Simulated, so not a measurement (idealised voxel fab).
process module | voxel transistor to metal
cross-section cut | 185 nm wide | cells 5 nm
A cross-section is a grid of square cells, given in bands from the top down. A band is one or more rows of cells.
Each band's line starts with the height of the band's top and of its bottom, in nm. Then come its materials from left to right, each with its width in nm. One material with "throughout" fills the band from edge to edge. "air" is empty space.
Height 0 is the level under which the wafer as received is all one material. The lowest band goes on downwards, as in "0 down".
A width such as "30 to 40" changes by the same amount from each row of cells to the next, from the band's top row to its bottom row.
"no change" after a step means that no cell of the cross-section changed.
closed voids: empty space of 8 cells or more with no open way to the top, each as width x height at its distance from the left edge, in nm
after a step's settings: what the simulator itself notes on the step
overlay nm, on a step with a mask: how far to the right of its planned place the mask lay; to the left if negative
plan
1 op RECEIVE | material Si
2 op OXIDIZE | depth nm 5
3 op CONFORMAL_DEP | material SiN | thk nm 10
4 op MASKED_ETCH | tone cover | mask id ACTIVE | width nm 115 | etch materials SiN | depth nm 10 | overlay nm 0
5 op MASKED_ETCH | tone cover | mask id ACTIVE | width nm 115 | etch materials SiO2 | depth nm 5 | overlay nm 0
6 op MASKED_ETCH | tone cover | mask id ACTIVE | width nm 115 | etch materials Si | depth nm 35 | overlay nm 0
7 op OXIDIZE | depth nm 5
8 op FILL_DEP | material SiO2 | thk nm 10
9 op CMP | height nm 10
10 op SELECTIVE_ETCH | etch materials SiO2 | depth nm 10
11 op STRIP | etch materials SiN
12 op SELECTIVE_ETCH | etch materials SiO2 | depth nm 5
13 op OXIDIZE | depth nm 5
14 op DIRECTIONAL_DEP | material polySi | thk nm 25
15 op DIRECTIONAL_DEP | material SiCN | thk nm 15
16 op PATTERN | tone cover | mask id GATE | material resist | width nm 35 | thk nm 20 | overlay nm 0
17 op DIRECTIONAL_ETCH | etch materials SiCN | depth nm 25
18 op DIRECTIONAL_ETCH | etch materials polySi | depth nm 35
19 op STRIP | etch materials resist
20 op CONFORMAL_DEP | material SiN | thk nm 10
21 op DIRECTIONAL_ETCH | etch materials SiN | depth nm 10
22 op DIRECTIONAL_ETCH | etch materials SiO2 | depth nm 5
23 op DIRECTIONAL_ETCH | etch materials Si | depth nm 15
24 op EPI | material pSi | thk nm 15
25 op FILL_DEP | material SiO2 | thk nm 10
26 op CMP | height nm 20
27 op STRIP | etch materials polySi
28 op SELECTIVE_ETCH | etch materials SiO2 | depth nm 5
29 op CONFORMAL_DEP | material HfO2 | thk nm 5
30 op CONFORMAL_DEP | material TiN | thk nm 5
31 op FILL_DEP | material W | thk nm 10
32 op CMP | height nm 15
33 op DIRECTIONAL_DEP | material SiO2 | thk nm 10
34 op PATTERN | tone open | mask id CONTACT | material resist | width nm 15 | pitch nm 80 | thk nm 20 | overlay nm 0
35 op DIRECTIONAL_ETCH | etch materials SiO2 | depth nm 35
36 op STRIP | etch materials resist
37 op CONFORMAL_DEP | material TiN | thk nm 5
38 op FILL_DEP | material W | thk nm 5
39 op CMP | height nm 25
40 op CONFORMAL_DEP | material SiN | thk nm 5
41 op DIRECTIONAL_DEP | material SiO2 | thk nm 15
42 op MASKED_ETCH | tone open | mask id METAL_1 | width nm 15 | pitch nm 80 | etch materials SiO2 | depth nm 15 | overlay nm 0
43 op MASKED_ETCH | tone open | mask id METAL_1 | width nm 15 | pitch nm 80 | etch materials SiN | depth nm 5 | overlay nm 0
44 op CONFORMAL_DEP | material TiN | thk nm 5
45 op FILL_DEP | material Cu | thk nm 10
46 op CMP | height nm 45
47 op CONFORMAL_DEP | material SiCN | thk nm 5
48 op DIRECTIONAL_DEP | material SiO2 | thk nm 30
49 op MASKED_ETCH | tone open | mask id METAL_2 | width nm 15 | pitch nm 80 | etch materials SiO2 | depth nm 20 | overlay nm 0
50 op PATTERN | tone open | mask id METAL_2_HOLES | material resist | width nm 15 | pitch nm 80 | thk nm 20 | overlay nm 0
51 op DIRECTIONAL_ETCH | etch materials SiO2 | depth nm 10
52 op DIRECTIONAL_ETCH | etch materials SiCN | depth nm 5
53 op STRIP | etch materials resist
54 op CONFORMAL_DEP | material TiN | thk nm 5
55 op FILL_DEP | material Cu | thk nm 10
56 op CMP | height nm 80
57 op CONFORMAL_DEP | material SiN | thk nm 5
first wafer, as planned
as received, after step 1
  0 down: Si throughout
  closed voids: none
after step 2
  0 to -5: SiO2 throughout
  below -5: unchanged
after step 3
  10 to 0: SiN throughout
  below 0: unchanged
after step 4
  10 to 0: air 35 | SiN 115 | air 35
  below 0: unchanged
after step 5
  10 to 0: air 35 | SiN 115 | air 35
  0 to -5: air 35 | SiO2 115 | air 35
  below -5: unchanged
after step 6
  10 to 0: air 35 | SiN 115 | air 35
  0 to -5: air 35 | SiO2 115 | air 35
  -5 to -40: air 35 | Si 115 | air 35
  below -40: unchanged
after step 7
  10 to 0: air 35 | SiN 115 | air 35
  0 to -5: air 35 | SiO2 115 | air 35
  -5 to -40: air 35 | SiO2 5 | Si 105 | SiO2 5 | air 35
  -40 to -45: SiO2 40 | Si 105 | SiO2 40
  below -45: unchanged
after step 8
  20 to 10: SiO2 throughout
  10 to 0: SiO2 35 | SiN 115 | SiO2 35
  0 to -5: SiO2 throughout
  -5 to -45: SiO2 40 | Si 105 | SiO2 40
  below -45: unchanged
after step 9
  10 to 0: SiO2 35 | SiN 115 | SiO2 35
  below 0: unchanged
after step 10
  10 to 0: air 35 | SiN 115 | air 35
  below 0: unchanged
after step 11
  0 to -5: SiO2 throughout
  below -5: unchanged
after step 12
  -5 to -45: SiO2 40 | Si 105 | SiO2 40
  below -45: unchanged
after step 13
  -5 to -10: SiO2 throughout
  below -10: unchanged
after step 14
  20 to -5: polySi throughout
  below -5: unchanged
after step 15
  35 to 20: SiCN throughout
  below 20: unchanged
after step 16
  55 to 35: air 75 | resist 35 | air 75
  below 35: unchanged
after step 17
  55 to 35: air 75 | resist 35 | air 75
  35 to 20: air 75 | SiCN 35 | air 75
  below 20: unchanged
after step 18
  55 to 35: air 75 | resist 35 | air 75
  35 to 20: air 75 | SiCN 35 | air 75
  20 to -5: air 75 | polySi 35 | air 75
  below -5: unchanged
after step 19
  35 to 20: air 75 | SiCN 35 | air 75
  below 20: unchanged
after step 20
  45 to 35: air 65 | SiN 55 | air 65
  35 to 20: air 65 | SiN 10 | SiCN 35 | SiN 10 | air 65
  20 to 5: air 65 | SiN 10 | polySi 35 | SiN 10 | air 65
  5 to -5: SiN 75 | polySi 35 | SiN 75
  below -5: unchanged
after step 21
  35 to 20: air 65 | SiN 10 | SiCN 35 | SiN 10 | air 65
  20 to -5: air 65 | SiN 10 | polySi 35 | SiN 10 | air 65
  below -5: unchanged
after step 22
  35 to 20: air 65 | SiN 10 | SiCN 35 | SiN 10 | air 65
  20 to -5: air 65 | SiN 10 | polySi 35 | SiN 10 | air 65
  -5 to -10: air 65 | SiO2 55 | air 65
  below -10: unchanged
after step 23
  35 to 20: air 65 | SiN 10 | SiCN 35 | SiN 10 | air 65
  20 to -5: air 65 | SiN 10 | polySi 35 | SiN 10 | air 65
  -5 to -10: air 65 | SiO2 55 | air 65
  -10 to -25: SiO2 40 | air 25 | Si 55 | air 25 | SiO2 40
  below -25: unchanged
after step 24
  35 to 20: air 65 | SiN 10 | SiCN 35 | SiN 10 | air 65
  20 to 5: air 65 | SiN 10 | polySi 35 | SiN 10 | air 65
  5 to -5: air 50 | pSi 15 | SiN 10 | polySi 35 | SiN 10 | pSi 15 | air 50
  -5 to -10: air 50 | pSi 15 | SiO2 55 | pSi 15 | air 50
  -10 to -25: SiO2 40 | pSi 25 | Si 55 | pSi 25 | SiO2 40
  below -25: unchanged
after step 25
  45 to 35: SiO2 throughout
  35 to 20: SiO2 65 | SiN 10 | SiCN 35 | SiN 10 | SiO2 65
  20 to 5: SiO2 65 | SiN 10 | polySi 35 | SiN 10 | SiO2 65
  5 to -5: SiO2 50 | pSi 15 | SiN 10 | polySi 35 | SiN 10 | pSi 15 | SiO2 50
  -5 to -10: SiO2 50 | pSi 15 | SiO2 55 | pSi 15 | SiO2 50
  below -10: unchanged
after step 26
  20 to 5: SiO2 65 | SiN 10 | polySi 35 | SiN 10 | SiO2 65
  below 5: unchanged
after step 27
  20 to 5: SiO2 65 | SiN 10 | air 35 | SiN 10 | SiO2 65
  5 to -5: SiO2 50 | pSi 15 | SiN 10 | air 35 | SiN 10 | pSi 15 | SiO2 50
  below -5: unchanged
after step 28
  20 to 15: air 65 | SiN 10 | air 35 | SiN 10 | air 65
  15 to 5: SiO2 65 | SiN 10 | air 35 | SiN 10 | SiO2 65
  5 to -5: SiO2 50 | pSi 15 | SiN 10 | air 35 | SiN 10 | pSi 15 | SiO2 50
  -5 to -10: SiO2 50 | pSi 15 | SiO2 5 | air 45 | SiO2 5 | pSi 15 | SiO2 50
  below -10: unchanged
after step 29
  25 to 20: air 60 | HfO2 20 | air 25 | HfO2 20 | air 60
  20 to 15: HfO2 65 | SiN 10 | HfO2 5 | air 25 | HfO2 5 | SiN 10 | HfO2 65
  15 to 5: SiO2 65 | SiN 10 | HfO2 5 | air 25 | HfO2 5 | SiN 10 | SiO2 65
  5 to -5: SiO2 50 | pSi 15 | SiN 10 | HfO2 5 | air 25 | HfO2 5 | SiN 10 | pSi 15 | SiO2 50
  -5 to -10: SiO2 50 | pSi 15 | SiO2 5 | HfO2 45 | SiO2 5 | pSi 15 | SiO2 50
  below -10: unchanged
after step 30
  30 to 25: air 55 | TiN 30 | air 15 | TiN 30 | air 55
  25 to 20: TiN 60 | HfO2 20 | TiN 5 | air 15 | TiN 5 | HfO2 20 | TiN 60
  20 to 15: HfO2 65 | SiN 10 | HfO2 5 | TiN 5 | air 15 | TiN 5 | HfO2 5 | SiN 10 | HfO2 65
  15 to 5: SiO2 65 | SiN 10 | HfO2 5 | TiN 5 | air 15 | TiN 5 | HfO2 5 | SiN 10 | SiO2 65
  5 to 0: SiO2 50 | pSi 15 | SiN 10 | HfO2 5 | TiN 5 | air 15 | TiN 5 | HfO2 5 | SiN 10 | pSi 15 | SiO2 50
  0 to -5: SiO2 50 | pSi 15 | SiN 10 | HfO2 5 | TiN 25 | HfO2 5 | SiN 10 | pSi 15 | SiO2 50
  below -5: unchanged
after step 31
  40 to 30: W throughout
  30 to 25: W 55 | TiN 30 | W 15 | TiN 30 | W 55
  25 to 20: TiN 60 | HfO2 20 | TiN 5 | W 15 | TiN 5 | HfO2 20 | TiN 60
  20 to 15: HfO2 65 | SiN 10 | HfO2 5 | TiN 5 | W 15 | TiN 5 | HfO2 5 | SiN 10 | HfO2 65
  15 to 5: SiO2 65 | SiN 10 | HfO2 5 | TiN 5 | W 15 | TiN 5 | HfO2 5 | SiN 10 | SiO2 65
  5 to 0: SiO2 50 | pSi 15 | SiN 10 | HfO2 5 | TiN 5 | W 15 | TiN 5 | HfO2 5 | SiN 10 | pSi 15 | SiO2 50
  below 0: unchanged
after step 32
  15 to 5: SiO2 65 | SiN 10 | HfO2 5 | TiN 5 | W 15 | TiN 5 | HfO2 5 | SiN 10 | SiO2 65
  below 5: unchanged
after step 33
  25 to 15: SiO2 throughout
  below 15: unchanged
after step 34
  45 to 25: resist 45 | air 15 | resist 65 | air 15 | resist 45
  below 25: unchanged
after step 35
  45 to 25: resist 45 | air 15 | resist 65 | air 15 | resist 45
  25 to 15: SiO2 45 | air 15 | SiO2 65 | air 15 | SiO2 45
  15 to 5: SiO2 45 | air 15 | SiO2 5 | SiN 10 | HfO2 5 | TiN 5 | W 15 | TiN 5 | HfO2 5 | SiN 10 | SiO2 5 | air 15 | SiO2 45
  5 to 0: SiO2 45 | air 5 | pSi 15 | SiN 10 | HfO2 5 | TiN 5 | W 15 | TiN 5 | HfO2 5 | SiN 10 | pSi 15 | air 5 | SiO2 45
  0 to -5: SiO2 45 | air 5 | pSi 15 | SiN 10 | HfO2 5 | TiN 25 | HfO2 5 | SiN 10 | pSi 15 | air 5 | SiO2 45
  -5 to -10: SiO2 45 | air 5 | pSi 15 | SiO2 5 | HfO2 45 | SiO2 5 | pSi 15 | air 5 | SiO2 45
  below -10: unchanged
after step 36
  25 to 15: SiO2 45 | air 15 | SiO2 65 | air 15 | SiO2 45
  below 15: unchanged
after step 37
  30 to 25: TiN 50 | air 5 | TiN 75 | air 5 | TiN 50
  25 to 15: SiO2 45 | TiN 5 | air 5 | TiN 5 | SiO2 65 | TiN 5 | air 5 | TiN 5 | SiO2 45
  15 to 10: SiO2 45 | TiN 5 | air 5 | TiN 5 | SiO2 5 | SiN 10 | HfO2 5 | TiN 5 | W 15 | TiN 5 | HfO2 5 | SiN 10 | SiO2 5 | TiN 5 | air 5 | TiN 5 | SiO2 45
  10 to 5: SiO2 45 | TiN 15 | SiO2 5 | SiN 10 | HfO2 5 | TiN 5 | W 15 | TiN 5 | HfO2 5 | SiN 10 | SiO2 5 | TiN 15 | SiO2 45
  5 to 0: SiO2 45 | TiN 5 | pSi 15 | SiN 10 | HfO2 5 | TiN 5 | W 15 | TiN 5 | HfO2 5 | SiN 10 | pSi 15 | TiN 5 | SiO2 45
  0 to -5: SiO2 45 | TiN 5 | pSi 15 | SiN 10 | HfO2 5 | TiN 25 | HfO2 5 | SiN 10 | pSi 15 | TiN 5 | SiO2 45
  -5 to -10: SiO2 45 | TiN 5 | pSi 15 | SiO2 5 | HfO2 45 | SiO2 5 | pSi 15 | TiN 5 | SiO2 45
  below -10: unchanged
after step 38
  35 to 30: W throughout
  30 to 25: TiN 50 | W 5 | TiN 75 | W 5 | TiN 50
  25 to 15: SiO2 45 | TiN 5 | W 5 | TiN 5 | SiO2 65 | TiN 5 | W 5 | TiN 5 | SiO2 45
  15 to 10: SiO2 45 | TiN 5 | W 5 | TiN 5 | SiO2 5 | SiN 10 | HfO2 5 | TiN 5 | W 15 | TiN 5 | HfO2 5 | SiN 10 | SiO2 5 | TiN 5 | W 5 | TiN 5 | SiO2 45
  below 10: unchanged
after step 39
  25 to 15: SiO2 45 | TiN 5 | W 5 | TiN 5 | SiO2 65 | TiN 5 | W 5 | TiN 5 | SiO2 45
  below 15: unchanged
after step 40
  30 to 25: SiN throughout
  below 25: unchanged
after step 41
  45 to 30: SiO2 throughout
  below 30: unchanged
after step 42
  45 to 30: SiO2 45 | air 15 | SiO2 65 | air 15 | SiO2 45
  below 30: unchanged
after step 43
  45 to 30: SiO2 45 | air 15 | SiO2 65 | air 15 | SiO2 45
  30 to 25: SiN 45 | air 15 | SiN 65 | air 15 | SiN 45
  below 25: unchanged
after step 44
  50 to 45: TiN 50 | air 5 | TiN 75 | air 5 | TiN 50
  45 to 30: SiO2 45 | TiN 5 | air 5 | TiN 5 | SiO2 65 | TiN 5 | air 5 | TiN 5 | SiO2 45
  30 to 25: SiN 45 | TiN 15 | SiN 65 | TiN 15 | SiN 45
  below 25: unchanged
after step 45
  60 to 50: Cu throughout
  50 to 45: TiN 50 | Cu 5 | TiN 75 | Cu 5 | TiN 50
  45 to 30: SiO2 45 | TiN 5 | Cu 5 | TiN 5 | SiO2 65 | TiN 5 | Cu 5 | TiN 5 | SiO2 45
  below 30: unchanged
after step 46
  45 to 30: SiO2 45 | TiN 5 | Cu 5 | TiN 5 | SiO2 65 | TiN 5 | Cu 5 | TiN 5 | SiO2 45
  below 30: unchanged
after step 47
  50 to 45: SiCN throughout
  below 45: unchanged
after step 48
  80 to 50: SiO2 throughout
  below 50: unchanged
after step 49
  80 to 60: SiO2 45 | air 15 | SiO2 65 | air 15 | SiO2 45
  below 60: unchanged
after step 50
  100 to 80: resist 45 | air 15 | resist 65 | air 15 | resist 45
  below 80: unchanged
after step 51
  100 to 80: resist 45 | air 15 | resist 65 | air 15 | resist 45
  80 to 50: SiO2 45 | air 15 | SiO2 65 | air 15 | SiO2 45
  below 50: unchanged
after step 52
  100 to 80: resist 45 | air 15 | resist 65 | air 15 | resist 45
  80 to 50: SiO2 45 | air 15 | SiO2 65 | air 15 | SiO2 45
  50 to 45: SiCN 45 | air 15 | SiCN 65 | air 15 | SiCN 45
  below 45: unchanged
after step 53
  80 to 50: SiO2 45 | air 15 | SiO2 65 | air 15 | SiO2 45
  below 50: unchanged
after step 54
  85 to 80: TiN 50 | air 5 | TiN 75 | air 5 | TiN 50
  80 to 50: SiO2 45 | TiN 5 | air 5 | TiN 5 | SiO2 65 | TiN 5 | air 5 | TiN 5 | SiO2 45
  50 to 45: SiCN 45 | TiN 15 | SiCN 65 | TiN 15 | SiCN 45
  below 45: unchanged
after step 55
  95 to 85: Cu throughout
  85 to 80: TiN 50 | Cu 5 | TiN 75 | Cu 5 | TiN 50
  80 to 50: SiO2 45 | TiN 5 | Cu 5 | TiN 5 | SiO2 65 | TiN 5 | Cu 5 | TiN 5 | SiO2 45
  below 50: unchanged
after step 56
  80 to 50: SiO2 45 | TiN 5 | Cu 5 | TiN 5 | SiO2 65 | TiN 5 | Cu 5 | TiN 5 | SiO2 45
  below 50: unchanged
after step 57
  85 to 80: SiN throughout
  below 80: unchanged
second wafer: like start, like plan, one mistake. Through step 46 it matches the first wafer
when step 47 should have ended
  75 to 45: SiO2 throughout
  below 45: unchanged
when step 48 should have ended
  80 to 75: SiCN throughout
  below 75: unchanged
when step 49 should have ended: no change
when step 50 should have ended
  100 to 80: resist 45 | air 15 | resist 65 | air 15 | resist 45
  below 80: unchanged
when step 51 should have ended: no change
when step 52 should have ended
  100 to 80: resist 45 | air 15 | resist 65 | air 15 | resist 45
  80 to 75: SiCN 45 | air 15 | SiCN 65 | air 15 | SiCN 45
  below 75: unchanged
when step 53 should have ended
  80 to 75: SiCN 45 | air 15 | SiCN 65 | air 15 | SiCN 45
  below 75: unchanged
when step 54 should have ended
  85 to 80: TiN 50 | air 5 | TiN 75 | air 5 | TiN 50
  80 to 75: SiCN 45 | TiN 15 | SiCN 65 | TiN 15 | SiCN 45
  below 75: unchanged
when step 55 should have ended
  95 to 85: Cu throughout
  85 to 80: TiN 50 | Cu 5 | TiN 75 | Cu 5 | TiN 50
  below 80: unchanged
when step 56 should have ended
  80 to 75: SiCN 45 | TiN 15 | SiCN 65 | TiN 15 | SiCN 45
  below 75: unchanged
when step 57 should have ended
  85 to 80: SiN throughout
  below 80: unchanged
what went wrong: steps 47 and 48 were swapped
at the end the second wafer has, in cells: 12 fewer of Cu | 36 more of SiO2 | 24 fewer of TiN
